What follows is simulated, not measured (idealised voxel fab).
Documented hereafter: the process module known as voxel transistor to metal.
Displayed cross-section: cut, width of 200 nm, square cells sized 5 nm.
Throughout this document, each cross-section is represented as a grid of square cells and is presented as a sequence of bands enumerated from the top downward, where a band comprises one or more rows of cells. First you get the band's top height and its bottom height, in nm, and then the materials it's made of, left to right, with each width in nm. If you see a single material with "throughout", that one covers the band edge to edge. "air" is empty space. Where do heights start? At 0: under that level the wafer as delivered is made of one material only. And the lowest band has no floor; it just carries on downward, as in "0 -> down". Width: "30..40" (first number = top row, second number = bottom row, same change from row to row of cells). You'll sometimes find "no modifications" written for a step, and that's the way of saying that nowhere in the cross-section did a cell change during that step. For the entry "Sealed internal voids", the listed items are empty spaces with no open way to the top whose size is 8 cells or more; each item follows the pattern width x height at distance, where distance is from the left edge and all three are in nm. Where a step's line continues beyond its settings, the continuation is a remark by the simulator itself on that step. The "overlay nm" setting may appear on a step's line; for a step that uses a mask, it gives how far to the right of its planned position the mask lay, and a negative value indicates the left.

# Intended process steps
1. RECEIVE [material Si]
2. CONFORMAL_DEP [material SiO2] [thk nm 5]
3. CONFORMAL_DEP [material SiN] [thk nm 10]
4. PATTERN [tone cover] [mask id ACTIVE] [material resist] [width nm 120] [thk nm 15] [overlay nm 0]
5. DIRECTIONAL_ETCH [etch materials SiN] [depth nm 10]
6. DIRECTIONAL_ETCH [etch materials SiO2] [depth nm 5]
7. DIRECTIONAL_ETCH [etch materials Si] [depth nm 20]
8. STRIP [etch materials resist]
9. OXIDIZE [depth nm 5]
10. FILL_DEP [material SiO2] [thk nm 10]
11. CMP [height nm 15]
12. SELECTIVE_ETCH [etch materials SiO2] [depth nm 10]
13. STRIP [etch materials SiN]
14. SELECTIVE_ETCH [etch materials SiO2] [depth nm 5]
15. OXIDIZE [depth nm 5]
16. DIRECTIONAL_DEP [material polySi] [thk nm 30]
17. DIRECTIONAL_DEP [material SiCN] [thk nm 15]
18. DIRECTIONAL_DEP [material aC] [thk nm 15]
19. PATTERN [tone cover] [mask id GATE] [material resist] [width nm 20] [thk nm 35] [overlay nm 0]
20. DIRECTIONAL_ETCH [etch materials aC] [depth nm 15]
21. STRIP [etch materials resist]
22. DIRECTIONAL_ETCH [etch materials SiCN] [depth nm 25]
23. DIRECTIONAL_ETCH [etch materials polySi] [depth nm 40]
24. STRIP [etch materials aC]
25. CONFORMAL_DEP [material SiO2] [thk nm 5]
26. DIRECTIONAL_ETCH [etch materials SiO2] [depth nm 5]
27. CONFORMAL_DEP [material SiN] [thk nm 5]
28. DIRECTIONAL_ETCH [etch materials SiN] [depth nm 5]
29. DIRECTIONAL_ETCH [etch materials SiO2] [depth nm 5]
30. DIRECTIONAL_ETCH [etch materials Si] [depth nm 5]
31. EPI [material nSi] [thk nm 5]
32. FILL_DEP [material SiO2] [thk nm 5]
33. CMP [height nm 45]
34. DIRECTIONAL_DEP [material SiO2] [thk nm 15]
35. DIRECTIONAL_DEP [material aC] [thk nm 15]
36. PATTERN [tone open] [mask id CONTACT] [material resist] [width nm 20] [pitch nm 80] [thk nm 30] [overlay nm 0]
37. DIRECTIONAL_ETCH [etch materials aC] [depth nm 15]
38. STRIP [etch materials resist]
39. DIRECTIONAL_ETCH [etch materials SiO2] [depth nm 65]
40. STRIP [etch materials aC]
41. CONFORMAL_DEP [material TiN] [thk nm 5]
42. FILL_DEP [material W] [thk nm 10]
43. CMP [height nm 60]
44. DIRECTIONAL_DEP [material TiN] [thk nm 5]
45. DIRECTIONAL_DEP [material Ru] [thk nm 20]
46. PATTERN [tone cover] [mask id METAL_1] [material resist] [width nm 20] [pitch nm 80] [thk nm 20] [overlay nm 0]
47. DIRECTIONAL_ETCH [etch materials Ru] [depth nm 20]
48. DIRECTIONAL_ETCH [etch materials TiN] [depth nm 5]
49. STRIP [etch materials resist]
50. FILL_DEP [material lowk] [thk nm 10]
51. CMP [height nm 85]
52. CONFORMAL_DEP [material SiCN] [thk nm 5]

# first wafer, as planned

# Cross-section of the wafer at receipt, which is the condition after step 1
0 -> down | Si throughout
Sealed internal voids: none

# The following cross-section depicts the wafer upon completion of step 2
5 -> 0 | SiO2 throughout
Below a height of 0, the structure has not been altered.

# The following cross-section depicts the wafer upon completion of step 3
15 -> 5 | SiN throughout
Below a height of 5, the structure has not been altered.

# The following cross-section depicts the wafer upon completion of step 4
30 -> 15 | air 40 | resist 120 | air 40
Below a height of 15, the structure has not been altered.

# The following cross-section depicts the wafer upon completion of step 5
30 -> 15 | air 40 | resist 120 | air 40
15 -> 5 | air 40 | SiN 120 | air 40
Below a height of 5, the structure has not been altered.

# The following cross-section depicts the wafer upon completion of step 6
30 -> 15 | air 40 | resist 120 | air 40
15 -> 5 | air 40 | SiN 120 | air 40
5 -> 0 | air 40 | SiO2 120 | air 40
Below a height of 0, the structure has not been altered.

# The following cross-section depicts the wafer upon completion of step 7
30 -> 15 | air 40 | resist 120 | air 40
15 -> 5 | air 40 | SiN 120 | air 40
5 -> 0 | air 40 | SiO2 120 | air 40
0 -> -20 | air 40 | Si 120 | air 40
Below a height of -20, the structure has not been altered.

# The following cross-section depicts the wafer upon completion of step 8
15 -> 5 | air 40 | SiN 120 | air 40
Below a height of 5, the structure has not been altered.

# The following cross-section depicts the wafer upon completion of step 9
15 -> 5 | air 40 | SiN 120 | air 40
5 -> 0 | air 40 | SiO2 120 | air 40
0 -> -20 | air 40 | SiO2 5 | Si 110 | SiO2 5 | air 40
-20 -> -25 | SiO2 45 | Si 110 | SiO2 45
Below a height of -25, the structure has not been altered.

# The following cross-section depicts the wafer upon completion of step 10
25 -> 15 | SiO2 throughout
15 -> 5 | SiO2 40 | SiN 120 | SiO2 40
5 -> 0 | SiO2 throughout
0 -> -25 | SiO2 45 | Si 110 | SiO2 45
Below a height of -25, the structure has not been altered.

# The following cross-section depicts the wafer upon completion of step 11
15 -> 5 | SiO2 40 | SiN 120 | SiO2 40
Below a height of 5, the structure has not been altered.

# The following cross-section depicts the wafer upon completion of step 12
15 -> 5 | air 40 | SiN 120 | air 40
Below a height of 5, the structure has not been altered.

# The following cross-section depicts the wafer upon completion of step 13
5 -> 0 | SiO2 throughout
Below a height of 0, the structure has not been altered.

# The following cross-section depicts the wafer upon completion of step 14
0 -> -25 | SiO2 45 | Si 110 | SiO2 45
Below a height of -25, the structure has not been altered.

# The following cross-section depicts the wafer upon completion of step 15
0 -> -5 | SiO2 throughout
Below a height of -5, the structure has not been altered.

# The following cross-section depicts the wafer upon completion of step 16
30 -> 0 | polySi throughout
Below a height of 0, the structure has not been altered.

# The following cross-section depicts the wafer upon completion of step 17
45 -> 30 | SiCN throughout
Below a height of 30, the structure has not been altered.

# The following cross-section depicts the wafer upon completion of step 18
60 -> 45 | aC throughout
Below a height of 45, the structure has not been altered.

# The following cross-section depicts the wafer upon completion of step 19
95 -> 60 | air 90 | resist 20 | air 90
Below a height of 60, the structure has not been altered.

# The following cross-section depicts the wafer upon completion of step 20
80 -> 60 | air 90 | resist 20 | air 90
60 -> 45 | air 90 | aC 20 | air 90
Below a height of 45, the structure has not been altered.

# The following cross-section depicts the wafer upon completion of step 21
60 -> 45 | air 90 | aC 20 | air 90
Below a height of 45, the structure has not been altered.

# The following cross-section depicts the wafer upon completion of step 22
60 -> 45 | air 90 | aC 20 | air 90
45 -> 30 | air 90 | SiCN 20 | air 90
Below a height of 30, the structure has not been altered.

# The following cross-section depicts the wafer upon completion of step 23
60 -> 45 | air 90 | aC 20 | air 90
45 -> 30 | air 90 | SiCN 20 | air 90
30 -> 0 | air 90 | polySi 20 | air 90
Below a height of 0, the structure has not been altered.

# The following cross-section depicts the wafer upon completion of step 24
45 -> 30 | air 90 | SiCN 20 | air 90
Below a height of 30, the structure has not been altered.

# The following cross-section depicts the wafer upon completion of step 25
50 -> 45 | air 85 | SiO2 30 | air 85
45 -> 30 | air 85 | SiO2 5 | SiCN 20 | SiO2 5 | air 85
30 -> 5 | air 85 | SiO2 5 | polySi 20 | SiO2 5 | air 85
5 -> 0 | SiO2 90 | polySi 20 | SiO2 90
Below a height of 0, the structure has not been altered.

# The following cross-section depicts the wafer upon completion of step 26
45 -> 30 | air 85 | SiO2 5 | SiCN 20 | SiO2 5 | air 85
30 -> 0 | air 85 | SiO2 5 | polySi 20 | SiO2 5 | air 85
Below a height of 0, the structure has not been altered.

# The following cross-section depicts the wafer upon completion of step 27
50 -> 45 | air 80 | SiN 40 | air 80
45 -> 30 | air 80 | SiN 5 | SiO2 5 | SiCN 20 | SiO2 5 | SiN 5 | air 80
30 -> 5 | air 80 | SiN 5 | SiO2 5 | polySi 20 | SiO2 5 | SiN 5 | air 80
5 -> 0 | SiN 85 | SiO2 5 | polySi 20 | SiO2 5 | SiN 85
Below a height of 0, the structure has not been altered.

# The following cross-section depicts the wafer upon completion of step 28
45 -> 30 | air 80 | SiN 5 | SiO2 5 | SiCN 20 | SiO2 5 | SiN 5 | air 80
30 -> 0 | air 80 | SiN 5 | SiO2 5 | polySi 20 | SiO2 5 | SiN 5 | air 80
Below a height of 0, the structure has not been altered.

# The following cross-section depicts the wafer upon completion of step 29
45 -> 40 | air 80 | SiN 5 | air 5 | SiCN 20 | air 5 | SiN 5 | air 80
40 -> 30 | air 80 | SiN 5 | SiO2 5 | SiCN 20 | SiO2 5 | SiN 5 | air 80
30 -> 0 | air 80 | SiN 5 | SiO2 5 | polySi 20 | SiO2 5 | SiN 5 | air 80
0 -> -5 | air 80 | SiO2 40 | air 80
Below a height of -5, the structure has not been altered.

# The following cross-section depicts the wafer upon completion of step 30
45 -> 40 | air 80 | SiN 5 | air 5 | SiCN 20 | air 5 | SiN 5 | air 80
40 -> 30 | air 80 | SiN 5 | SiO2 5 | SiCN 20 | SiO2 5 | SiN 5 | air 80
30 -> 0 | air 80 | SiN 5 | SiO2 5 | polySi 20 | SiO2 5 | SiN 5 | air 80
0 -> -5 | air 80 | SiO2 40 | air 80
-5 -> -10 | SiO2 45 | air 35 | Si 40 | air 35 | SiO2 45
Below a height of -10, the structure has not been altered.

# The following cross-section depicts the wafer upon completion of step 31
45 -> 40 | air 80 | SiN 5 | air 5 | SiCN 20 | air 5 | SiN 5 | air 80
40 -> 30 | air 80 | SiN 5 | SiO2 5 | SiCN 20 | SiO2 5 | SiN 5 | air 80
30 -> 0 | air 80 | SiN 5 | SiO2 5 | polySi 20 | SiO2 5 | SiN 5 | air 80
0 -> -5 | air 75 | nSi 5 | SiO2 40 | nSi 5 | air 75
-5 -> -10 | SiO2 45 | nSi 35 | Si 40 | nSi 35 | SiO2 45
Below a height of -10, the structure has not been altered.

# The following cross-section depicts the wafer upon completion of step 32
50 -> 45 | SiO2 throughout
45 -> 30 | SiO2 80 | SiN 5 | SiO2 5 | SiCN 20 | SiO2 5 | SiN 5 | SiO2 80
30 -> 0 | SiO2 80 | SiN 5 | SiO2 5 | polySi 20 | SiO2 5 | SiN 5 | SiO2 80
0 -> -5 | SiO2 75 | nSi 5 | SiO2 40 | nSi 5 | SiO2 75
Below a height of -5, the structure has not been altered.

# The following cross-section depicts the wafer upon completion of step 33
45 -> 30 | SiO2 80 | SiN 5 | SiO2 5 | SiCN 20 | SiO2 5 | SiN 5 | SiO2 80
Below a height of 30, the structure has not been altered.

# The following cross-section depicts the wafer upon completion of step 34
60 -> 45 | SiO2 throughout
Below a height of 45, the structure has not been altered.

# The following cross-section depicts the wafer upon completion of step 35
75 -> 60 | aC throughout
Below a height of 60, the structure has not been altered.

# The following cross-section depicts the wafer upon completion of step 36
105 -> 75 | resist 50 | air 20 | resist 60 | air 20 | resist 50
Below a height of 75, the structure has not been altered.

# The following cross-section depicts the wafer upon completion of step 37
90 -> 75 | resist 50 | air 20 | resist 60 | air 20 | resist 50
75 -> 60 | aC 50 | air 20 | aC 60 | air 20 | aC 50
Below a height of 60, the structure has not been altered.

# The following cross-section depicts the wafer upon completion of step 38
75 -> 60 | aC 50 | air 20 | aC 60 | air 20 | aC 50
Below a height of 60, the structure has not been altered.

# The following cross-section depicts the wafer upon completion of step 39
75 -> 60 | aC 50 | air 20 | aC 60 | air 20 | aC 50
60 -> 45 | SiO2 50 | air 20 | SiO2 60 | air 20 | SiO2 50
45 -> 30 | SiO2 50 | air 20 | SiO2 10 | SiN 5 | SiO2 5 | SiCN 20 | SiO2 5 | SiN 5 | SiO2 10 | air 20 | SiO2 50
30 -> 0 | SiO2 50 | air 20 | SiO2 10 | SiN 5 | SiO2 5 | polySi 20 | SiO2 5 | SiN 5 | SiO2 10 | air 20 | SiO2 50
0 -> -5 | SiO2 50 | air 20 | SiO2 5 | nSi 5 | SiO2 40 | nSi 5 | SiO2 5 | air 20 | SiO2 50
Below a height of -5, the structure has not been altered.

# The following cross-section depicts the wafer upon completion of step 40
60 -> 45 | SiO2 50 | air 20 | SiO2 60 | air 20 | SiO2 50
Below a height of 45, the structure has not been altered.

# The following cross-section depicts the wafer upon completion of step 41
65 -> 60 | TiN 55 | air 10 | TiN 70 | air 10 | TiN 55
60 -> 45 | SiO2 50 | TiN 5 | air 10 | TiN 5 | SiO2 60 | TiN 5 | air 10 | TiN 5 | SiO2 50
45 -> 30 | SiO2 50 | TiN 5 | air 10 | TiN 5 | SiO2 10 | SiN 5 | SiO2 5 | SiCN 20 | SiO2 5 | SiN 5 | SiO2 10 | TiN 5 | air 10 | TiN 5 | SiO2 50
30 -> 0 | SiO2 50 | TiN 5 | air 10 | TiN 5 | SiO2 10 | SiN 5 | SiO2 5 | polySi 20 | SiO2 5 | SiN 5 | SiO2 10 | TiN 5 | air 10 | TiN 5 | SiO2 50
0 -> -5 | SiO2 50 | TiN 20 | SiO2 5 | nSi 5 | SiO2 40 | nSi 5 | SiO2 5 | TiN 20 | SiO2 50
Below a height of -5, the structure has not been altered.

# The following cross-section depicts the wafer upon completion of step 42
75 -> 65 | W throughout
65 -> 60 | TiN 55 | W 10 | TiN 70 | W 10 | TiN 55
60 -> 45 | SiO2 50 | TiN 5 | W 10 | TiN 5 | SiO2 60 | TiN 5 | W 10 | TiN 5 | SiO2 50
45 -> 30 | SiO2 50 | TiN 5 | W 10 | TiN 5 | SiO2 10 | SiN 5 | SiO2 5 | SiCN 20 | SiO2 5 | SiN 5 | SiO2 10 | TiN 5 | W 10 | TiN 5 | SiO2 50
30 -> 0 | SiO2 50 | TiN 5 | W 10 | TiN 5 | SiO2 10 | SiN 5 | SiO2 5 | polySi 20 | SiO2 5 | SiN 5 | SiO2 10 | TiN 5 | W 10 | TiN 5 | SiO2 50
Below a height of 0, the structure has not been altered.

# The following cross-section depicts the wafer upon completion of step 43
60 -> 45 | SiO2 50 | TiN 5 | W 10 | TiN 5 | SiO2 60 | TiN 5 | W 10 | TiN 5 | SiO2 50
Below a height of 45, the structure has not been altered.

# The following cross-section depicts the wafer upon completion of step 44
65 -> 60 | TiN throughout
Below a height of 60, the structure has not been altered.

# The following cross-section depicts the wafer upon completion of step 45
85 -> 65 | Ru throughout
Below a height of 65, the structure has not been altered.

# The following cross-section depicts the wafer upon completion of step 46
105 -> 85 | air 50 | resist 20 | air 60 | resist 20 | air 50
Below a height of 85, the structure has not been altered.

# The following cross-section depicts the wafer upon completion of step 47
105 -> 85 | air 50 | resist 20 | air 60 | resist 20 | air 50
85 -> 65 | air 50 | Ru 20 | air 60 | Ru 20 | air 50
Below a height of 65, the structure has not been altered.

# The following cross-section depicts the wafer upon completion of step 48
105 -> 85 | air 50 | resist 20 | air 60 | resist 20 | air 50
85 -> 65 | air 50 | Ru 20 | air 60 | Ru 20 | air 50
65 -> 60 | air 50 | TiN 20 | air 60 | TiN 20 | air 50
Below a height of 60, the structure has not been altered.

# The following cross-section depicts the wafer upon completion of step 49
85 -> 65 | air 50 | Ru 20 | air 60 | Ru 20 | air 50
Below a height of 65, the structure has not been altered.

# The following cross-section depicts the wafer upon completion of step 50
95 -> 85 | lowk throughout
85 -> 65 | lowk 50 | Ru 20 | lowk 60 | Ru 20 | lowk 50
65 -> 60 | lowk 50 | TiN 20 | lowk 60 | TiN 20 | lowk 50
Below a height of 60, the structure has not been altered.

# The following cross-section depicts the wafer upon completion of step 51
85 -> 65 | lowk 50 | Ru 20 | lowk 60 | Ru 20 | lowk 50
Below a height of 65, the structure has not been altered.

# The following cross-section depicts the wafer upon completion of step 52
90 -> 85 | SiCN throughout
Below a height of 85, the structure has not been altered.

# The remaining wafer, second of the two, started like the first and was run to the same plan, except that one mistake was made along the way; the two coincide through step 18, inclusive

# Second wafer cross-section, taken as of the time the plan sets for step 19 to be done
95 -> 60 | air 95 | resist 15 | air 90
Below a height of 60, the structure has not been altered.

# Second wafer cross-section, taken as of the time the plan sets for step 20 to be done
80 -> 60 | air 95 | resist 15 | air 90
60 -> 45 | air 95 | aC 15 | air 90
Below a height of 45, the structure has not been altered.

# Second wafer cross-section, taken as of the time the plan sets for step 21 to be done
60 -> 45 | air 95 | aC 15 | air 90
Below a height of 45, the structure has not been altered.

# Second wafer cross-section, taken as of the time the plan sets for step 22 to be done
60 -> 45 | air 95 | aC 15 | air 90
45 -> 30 | air 95 | SiCN 15 | air 90
Below a height of 30, the structure has not been altered.

# Second wafer cross-section, taken as of the time the plan sets for step 23 to be done
60 -> 45 | air 95 | aC 15 | air 90
45 -> 30 | air 95 | SiCN 15 | air 90
30 -> 0 | air 95 | polySi 15 | air 90
Below a height of 0, the structure has not been altered.

# Second wafer cross-section, taken as of the time the plan sets for step 24 to be done
45 -> 30 | air 95 | SiCN 15 | air 90
Below a height of 30, the structure has not been altered.

# Second wafer cross-section, taken as of the time the plan sets for step 25 to be done
50 -> 45 | air 90 | SiO2 25 | air 85
45 -> 30 | air 90 | SiO2 5 | SiCN 15 | SiO2 5 | air 85
30 -> 5 | air 90 | SiO2 5 | polySi 15 | SiO2 5 | air 85
5 -> 0 | SiO2 95 | polySi 15 | SiO2 90
Below a height of 0, the structure has not been altered.

# Second wafer cross-section, taken as of the time the plan sets for step 26 to be done
45 -> 30 | air 90 | SiO2 5 | SiCN 15 | SiO2 5 | air 85
30 -> 0 | air 90 | SiO2 5 | polySi 15 | SiO2 5 | air 85
Below a height of 0, the structure has not been altered.

# Second wafer cross-section, taken as of the time the plan sets for step 27 to be done
50 -> 45 | air 85 | SiN 35 | air 80
45 -> 30 | air 85 | SiN 5 | SiO2 5 | SiCN 15 | SiO2 5 | SiN 5 | air 80
30 -> 5 | air 85 | SiN 5 | SiO2 5 | polySi 15 | SiO2 5 | SiN 5 | air 80
5 -> 0 | SiN 90 | SiO2 5 | polySi 15 | SiO2 5 | SiN 85
Below a height of 0, the structure has not been altered.

# Second wafer cross-section, taken as of the time the plan sets for step 28 to be done
45 -> 30 | air 85 | SiN 5 | SiO2 5 | SiCN 15 | SiO2 5 | SiN 5 | air 80
30 -> 0 | air 85 | SiN 5 | SiO2 5 | polySi 15 | SiO2 5 | SiN 5 | air 80
Below a height of 0, the structure has not been altered.

# Second wafer cross-section, taken as of the time the plan sets for step 29 to be done
45 -> 40 | air 85 | SiN 5 | air 5 | SiCN 15 | air 5 | SiN 5 | air 80
40 -> 30 | air 85 | SiN 5 | SiO2 5 | SiCN 15 | SiO2 5 | SiN 5 | air 80
30 -> 0 | air 85 | SiN 5 | SiO2 5 | polySi 15 | SiO2 5 | SiN 5 | air 80
0 -> -5 | air 85 | SiO2 35 | air 80
Below a height of -5, the structure has not been altered.

# Second wafer cross-section, taken as of the time the plan sets for step 30 to be done
45 -> 40 | air 85 | SiN 5 | air 5 | SiCN 15 | air 5 | SiN 5 | air 80
40 -> 30 | air 85 | SiN 5 | SiO2 5 | SiCN 15 | SiO2 5 | SiN 5 | air 80
30 -> 0 | air 85 | SiN 5 | SiO2 5 | polySi 15 | SiO2 5 | SiN 5 | air 80
0 -> -5 | air 85 | SiO2 35 | air 80
-5 -> -10 | SiO2 45 | air 40 | Si 35 | air 35 | SiO2 45
Below a height of -10, the structure has not been altered.

# Second wafer cross-section, taken as of the time the plan sets for step 31 to be done
45 -> 40 | air 85 | SiN 5 | air 5 | SiCN 15 | air 5 | SiN 5 | air 80
40 -> 30 | air 85 | SiN 5 | SiO2 5 | SiCN 15 | SiO2 5 | SiN 5 | air 80
30 -> 0 | air 85 | SiN 5 | SiO2 5 | polySi 15 | SiO2 5 | SiN 5 | air 80
0 -> -5 | air 80 | nSi 5 | SiO2 35 | nSi 5 | air 75
-5 -> -10 | SiO2 45 | nSi 40 | Si 35 | nSi 35 | SiO2 45
Below a height of -10, the structure has not been altered.

# Second wafer cross-section, taken as of the time the plan sets for step 32 to be done
50 -> 45 | SiO2 throughout
45 -> 30 | SiO2 85 | SiN 5 | SiO2 5 | SiCN 15 | SiO2 5 | SiN 5 | SiO2 80
30 -> 0 | SiO2 85 | SiN 5 | SiO2 5 | polySi 15 | SiO2 5 | SiN 5 | SiO2 80
0 -> -5 | SiO2 80 | nSi 5 | SiO2 35 | nSi 5 | SiO2 75
Below a height of -5, the structure has not been altered.

# Second wafer cross-section, taken as of the time the plan sets for step 33 to be done
45 -> 30 | SiO2 85 | SiN 5 | SiO2 5 | SiCN 15 | SiO2 5 | SiN 5 | SiO2 80
Below a height of 30, the structure has not been altered.

# Second wafer cross-section, taken as of the time the plan sets for step 34 to be done
60 -> 45 | SiO2 throughout
Below a height of 45, the structure has not been altered.

# Second wafer cross-section, taken as of the time the plan sets for step 35 to be done
75 -> 60 | aC throughout
Below a height of 60, the structure has not been altered.

# Second wafer cross-section, taken as of the time the plan sets for step 36 to be done
105 -> 75 | resist 50 | air 20 | resist 60 | air 20 | resist 50
Below a height of 75, the structure has not been altered.

# Second wafer cross-section, taken as of the time the plan sets for step 37 to be done
90 -> 75 | resist 50 | air 20 | resist 60 | air 20 | resist 50
75 -> 60 | aC 50 | air 20 | aC 60 | air 20 | aC 50
Below a height of 60, the structure has not been altered.

# Second wafer cross-section, taken as of the time the plan sets for step 38 to be done
75 -> 60 | aC 50 | air 20 | aC 60 | air 20 | aC 50
Below a height of 60, the structure has not been altered.

# Second wafer cross-section, taken as of the time the plan sets for step 39 to be done
75 -> 60 | aC 50 | air 20 | aC 60 | air 20 | aC 50
60 -> 45 | SiO2 50 | air 20 | SiO2 60 | air 20 | SiO2 50
45 -> 30 | SiO2 50 | air 20 | SiO2 15 | SiN 5 | SiO2 5 | SiCN 15 | SiO2 5 | SiN 5 | SiO2 10 | air 20 | SiO2 50
30 -> 0 | SiO2 50 | air 20 | SiO2 15 | SiN 5 | SiO2 5 | polySi 15 | SiO2 5 | SiN 5 | SiO2 10 | air 20 | SiO2 50
0 -> -5 | SiO2 50 | air 20 | SiO2 10 | nSi 5 | SiO2 35 | nSi 5 | SiO2 5 | air 20 | SiO2 50
Below a height of -5, the structure has not been altered.

# Second wafer cross-section, taken as of the time the plan sets for step 40 to be done
60 -> 45 | SiO2 50 | air 20 | SiO2 60 | air 20 | SiO2 50
Below a height of 45, the structure has not been altered.

# Second wafer cross-section, taken as of the time the plan sets for step 41 to be done
65 -> 60 | TiN 55 | air 10 | TiN 70 | air 10 | TiN 55
60 -> 45 | SiO2 50 | TiN 5 | air 10 | TiN 5 | SiO2 60 | TiN 5 | air 10 | TiN 5 | SiO2 50
45 -> 30 | SiO2 50 | TiN 5 | air 10 | TiN 5 | SiO2 15 | SiN 5 | SiO2 5 | SiCN 15 | SiO2 5 | SiN 5 | SiO2 10 | TiN 5 | air 10 | TiN 5 | SiO2 50
30 -> 0 | SiO2 50 | TiN 5 | air 10 | TiN 5 | SiO2 15 | SiN 5 | SiO2 5 | polySi 15 | SiO2 5 | SiN 5 | SiO2 10 | TiN 5 | air 10 | TiN 5 | SiO2 50
0 -> -5 | SiO2 50 | TiN 20 | SiO2 10 | nSi 5 | SiO2 35 | nSi 5 | SiO2 5 | TiN 20 | SiO2 50
Below a height of -5, the structure has not been altered.

# Second wafer cross-section, taken as of the time the plan sets for step 42 to be done
75 -> 65 | W throughout
65 -> 60 | TiN 55 | W 10 | TiN 70 | W 10 | TiN 55
60 -> 45 | SiO2 50 | TiN 5 | W 10 | TiN 5 | SiO2 60 | TiN 5 | W 10 | TiN 5 | SiO2 50
45 -> 30 | SiO2 50 | TiN 5 | W 10 | TiN 5 | SiO2 15 | SiN 5 | SiO2 5 | SiCN 15 | SiO2 5 | SiN 5 | SiO2 10 | TiN 5 | W 10 | TiN 5 | SiO2 50
30 -> 0 | SiO2 50 | TiN 5 | W 10 | TiN 5 | SiO2 15 | SiN 5 | SiO2 5 | polySi 15 | SiO2 5 | SiN 5 | SiO2 10 | TiN 5 | W 10 | TiN 5 | SiO2 50
Below a height of 0, the structure has not been altered.

# Second wafer cross-section, taken as of the time the plan sets for step 43 to be done
60 -> 45 | SiO2 50 | TiN 5 | W 10 | TiN 5 | SiO2 60 | TiN 5 | W 10 | TiN 5 | SiO2 50
Below a height of 45, the structure has not been altered.

# Second wafer cross-section, taken as of the time the plan sets for step 44 to be done
65 -> 60 | TiN throughout
Below a height of 60, the structure has not been altered.

# Second wafer cross-section, taken as of the time the plan sets for step 45 to be done
85 -> 65 | Ru throughout
Below a height of 65, the structure has not been altered.

# Second wafer cross-section, taken as of the time the plan sets for step 46 to be done
105 -> 85 | air 50 | resist 20 | air 60 | resist 20 | air 50
Below a height of 85, the structure has not been altered.

# Second wafer cross-section, taken as of the time the plan sets for step 47 to be done
105 -> 85 | air 50 | resist 20 | air 60 | resist 20 | air 50
85 -> 65 | air 50 | Ru 20 | air 60 | Ru 20 | air 50
Below a height of 65, the structure has not been altered.

# Second wafer cross-section, taken as of the time the plan sets for step 48 to be done
105 -> 85 | air 50 | resist 20 | air 60 | resist 20 | air 50
85 -> 65 | air 50 | Ru 20 | air 60 | Ru 20 | air 50
65 -> 60 | air 50 | TiN 20 | air 60 | TiN 20 | air 50
Below a height of 60, the structure has not been altered.

# Second wafer cross-section, taken as of the time the plan sets for step 49 to be done
85 -> 65 | air 50 | Ru 20 | air 60 | Ru 20 | air 50
Below a height of 65, the structure has not been altered.

# Second wafer cross-section, taken as of the time the plan sets for step 50 to be done
95 -> 85 | lowk throughout
85 -> 65 | lowk 50 | Ru 20 | lowk 60 | Ru 20 | lowk 50
65 -> 60 | lowk 50 | TiN 20 | lowk 60 | TiN 20 | lowk 50
Below a height of 60, the structure has not been altered.

# Second wafer cross-section, taken as of the time the plan sets for step 51 to be done
85 -> 65 | lowk 50 | Ru 20 | lowk 60 | Ru 20 | lowk 50
Below a height of 65, the structure has not been altered.

# Second wafer cross-section, taken as of the time the plan sets for step 52 to be done
90 -> 85 | SiCN throughout
Below a height of 85, the structure has not been altered.
Plan not followed: step 19 ran differently from the plan; actual operation with settings: PATTERN [tone cover] [mask id GATE] [material resist] [width nm 15] [thk nm 35] [overlay nm 0]
Wafer comparison, final, in cells, second relative to first, materials more or fewer: -1 Si; -3 SiCN; +9 SiO2; +1 nSi; -6 polySi
